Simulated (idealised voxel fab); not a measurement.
The name of this process module is voxel capacitor over wiring.
Section cut is 300 nm wide and gridded with 5 nm square cells.
This document writes a cross-section as a grid whose cells are square, and gives it as bands, listed from the top down; one or more rows of cells form a band. For a band, the entry starts with two heights in nm, that of the top and then that of the bottom, and carries on with the band's materials in order from left to right, each alongside its width in nm; the word "full width" beside a single material means it fills the band edge to edge, and "blank" means empty space. Note: height 0 marks the level under which the wafer is uniformly one material as received. Lowest band unbounded below, written "0..down". Think of "30->40" as a width that walks from the first number to the second as you go down the band, top row to bottom row, taking equal-sized steps from row to row. The cross-section has no changed cell in any step marked "no modifications". If an empty space has no open way to the top and is at least 8 cells in size, "Sealed internal voids" lists it, written width x height at distance, where distance is measured from the left edge and every value is in nm. after a step's settings: what the simulator itself notes on the step. overlay nm: how far to the right of its planned place the mask lay on this masked step (negative: to the left).
Steps planned for the process:
1,RECEIVE with material Si
2,CONFORMAL_DEP with material SiO2, thk nm 10
3,CONFORMAL_DEP with material SiCN, thk nm 5
4,DIRECTIONAL_DEP with material lowk, thk nm 25
5,MASKED_ETCH with tone open, mask id METAL_1, width nm 30, pitch nm 100, etch materials lowk, depth nm 25, overlay nm 0
6,MASKED_ETCH with tone open, mask id METAL_1, width nm 30, pitch nm 100, etch materials SiCN, depth nm 5, overlay nm 0
7,CONFORMAL_DEP with material TiN, thk nm 5
8,FILL_DEP with material Cu, thk nm 5
9,CMP with height nm 40
10,EPI with material Ru, thk nm 5
11,FILL_DEP with material SiCN, thk nm 5
12,DIRECTIONAL_DEP with material lowk, thk nm 10
13,DIRECTIONAL_DEP with material aC, thk nm 15
14,PATTERN with tone open, mask id PLUG_1, material resist, width nm 15, thk nm 35, overlay nm 0
15,DIRECTIONAL_ETCH with etch materials aC, depth nm 15
16,STRIP with etch materials resist
17,DIRECTIONAL_ETCH with etch materials lowk, depth nm 10
18,DIRECTIONAL_ETCH with etch materials SiCN, depth nm 5
19,STRIP with etch materials aC
20,EPI with material Ru, thk nm 10
21,EPI with material Ru, thk nm 5
22,DIRECTIONAL_DEP with material TiN, thk nm 5
23,DIRECTIONAL_DEP with material SiN, thk nm 5
24,DIRECTIONAL_DEP with material TiN, thk nm 5
25,DIRECTIONAL_DEP with material aC, thk nm 15
26,PATTERN with tone cover, mask id UPPER_PLATE, material resist, width nm 75, thk nm 30, overlay nm 0
27,DIRECTIONAL_ETCH with etch materials aC, depth nm 15
28,STRIP with etch materials resist
29,DIRECTIONAL_ETCH with etch materials TiN, depth nm 5
30,DIRECTIONAL_ETCH with etch materials SiN, depth nm 5
31,STRIP with etch materials aC
32,DIRECTIONAL_DEP with material aC, thk nm 15
33,PATTERN with tone cover, mask id LOWER_PLATE, material resist, width nm 85, thk nm 35, overlay nm 0
34,DIRECTIONAL_ETCH with etch materials aC, depth nm 15
35,STRIP with etch materials resist
36,DIRECTIONAL_ETCH with etch materials TiN, depth nm 5
37,STRIP with etch materials aC
38,FILL_DEP with material SiO2, thk nm 15
39,CMP with height nm 85
40,DIRECTIONAL_DEP with material aC, thk nm 15
41,PATTERN with tone open, mask id PLUG_2, material resist, width nm 15, thk nm 35, overlay nm 0
42,DIRECTIONAL_ETCH with etch materials aC, depth nm 15
43,STRIP with etch materials resist
44,DIRECTIONAL_ETCH with etch materials SiO2, depth nm 10
45,STRIP with etch materials aC
46,CONFORMAL_DEP with material TiN, thk nm 5
47,FILL_DEP with material Cu, thk nm 10
48,CMP with height nm 85
49,CONFORMAL_DEP with material SiCN, thk nm 5
So this is the incoming wafer in cross-section - it's already been through step 1:
* 0..down = Si full width
* Sealed internal voids: none
Cross-sectional result after module completion. Note: starting condition and plan are unchanged from above; one processing mistake was made:
* 90..85 = SiCN full width
* 85..80 = 100 nm SiO2 | 25 nm TiN | 175 nm SiO2
* 80..75 = 100 nm SiO2 | 25 nm SiN | 175 nm SiO2
* 75..70 = 95 nm SiO2 | 80 nm TiN | 125 nm SiO2
* 70..65 = 90 nm SiO2 | 35 nm Ru | 50 nm SiN | 125 nm SiO2
* 65..60 = 90 nm SiO2 | 35 nm Ru | 55 nm TiN | 120 nm SiO2
* 60..50 = 100 nm lowk | 15 nm Ru | 185 nm lowk
* 50..45 = 100 nm SiCN | 15 nm Ru | 185 nm SiCN
* 45..40 = 80 nm SiCN | 40 nm Ru | 60 nm SiCN | 40 nm Ru | 80 nm SiCN
* 40..15 = 85 nm lowk | 5 nm TiN | 20 nm Cu | 5 nm TiN | 70 nm lowk | 5 nm TiN | 20 nm Cu | 5 nm TiN | 85 nm lowk
* 15..10 = 85 nm SiCN | 30 nm TiN | 70 nm SiCN | 30 nm TiN | 85 nm SiCN
* 10..0 = SiO2 full width
* 0..down = Si full width
* Sealed internal voids: none
Plan not followed: step 20, plan: ran twice
